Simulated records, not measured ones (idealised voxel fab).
The name of this process module is voxel self aligned vias.
Shown is cross-section cut, with a width of 220 nm and square cells of size 5 nm.
Throughout this document, each cross-section is represented as a grid of square cells and is presented as a sequence of bands enumerated from the top downward, where a band comprises one or more rows of cells. Top, bottom (nm), then materials left to right with widths (nm); lone material tagged "all across" fills the whole band edge to edge; "air" = empty space. Heads up on the height convention: 0 is the point under which the incoming wafer is all one material, and the lowest band has no bottom, it just keeps going down, like "top 0, no bottom". It should be noted that a width expressed as "30..40" varies in equal increments from row to row of cells within the band, taking the value of the first number at the top row and that of the second number at the bottom row. "no modification" after a step means that no cell of the cross-section changed. "Sealed cavities": empty spaces of 8 cells or more with no open way to the top, each given as width x height at distance, distance from the left edge, all in nm. If you see something after the settings on a step's line, that's the simulator's own remark about that step. A step line may carry the setting "overlay nm", which, for steps involving a mask, states the distance by which the mask lay to the right of its intended position; negative values denote displacement to the left.
SET OUT BELOW ARE THE PLANNED STEPS OF THE PROCESS
1,RECEIVE: material Si
2,CONFORMAL_DEP: material SiO2, thk nm 10
3,CONFORMAL_DEP: material SiCN, thk nm 5
4,DIRECTIONAL_DEP: material lowk, thk nm 20
5,PATTERN: tone open, mask id LINES, material resist, width nm 25, pitch nm 70, thk nm 20, overlay nm 0
6,DIRECTIONAL_ETCH: etch materials lowk, depth nm 20
7,STRIP: etch materials resist
8,CONFORMAL_DEP: material TiN, thk nm 5
9,FILL_DEP: material Ru, thk nm 5
10,CMP: height nm 35
11,SELECTIVE_ETCH: etch materials W Ru TiN, depth nm 10
12,FILL_DEP: material SiN, thk nm 5
13,CMP: height nm 35
14,DIRECTIONAL_DEP: material lowk, thk nm 20
15,DIRECTIONAL_DEP: material aC, thk nm 10
16,PATTERN: tone open, mask id VIAS, material resist, width nm 45, pitch nm 70, thk nm 25, overlay nm 0
17,DIRECTIONAL_ETCH: etch materials aC, depth nm 10
18,STRIP: etch materials resist
19,DIRECTIONAL_ETCH: etch materials lowk, depth nm 20
20,DIRECTIONAL_ETCH: etch materials SiN, depth nm 10
21,STRIP: etch materials aC
22,CONFORMAL_DEP: material TiN, thk nm 5
23,FILL_DEP: material Ru, thk nm 10
24,CMP: height nm 55
25,CONFORMAL_DEP: material SiCN, thk nm 5
AS-RECEIVED WAFER CROSS-SECTION (AFTER STEP 1)
  top 0, no bottom  Si all across
  Sealed cavities: none
CROSS-SECTION AT MODULE END, ONE RUN ERROR; START AND PLAN UNCHANGED FROM ABOVE
  top 60, bottom 55  SiCN all across
  top 55, bottom 40  45 nm lowk; 5 nm TiN; 45 nm Ru; 5 nm TiN; 15 nm lowk; 5 nm TiN; 45 nm Ru; 5 nm TiN; 50 nm lowk
  top 40, bottom 30  45..60 nm lowk; 20..5 nm TiN; 15 nm Ru; 20..5 nm TiN; 15..45 nm lowk; 20..5 nm TiN; 15 nm Ru; 20..5 nm TiN; 50..65 nm lowk
  top 30, bottom 25  60 nm lowk; 25 nm TiN; 45 nm lowk; 25 nm TiN; 65 nm lowk
  top 25, bottom 20  60 nm lowk; 5 nm TiN; 15 nm Ru; 5 nm TiN; 45 nm lowk; 5 nm TiN; 15 nm Ru; 5 nm TiN; 65 nm lowk
  top 20, bottom 15  60 nm lowk; 25 nm TiN; 45 nm lowk; 25 nm TiN; 65 nm lowk
  top 15, bottom 10  SiCN all across
  top 10, bottom 0  SiO2 all across
  top 0, no bottom  Si all across
  Sealed cavities: none
Misprocessing identified: step 16 ran with different settings than intended, the actual operation and settings being PATTERN: tone open, mask id VIAS, material resist, width nm 55, pitch nm 70, thk nm 25, overlay nm 0
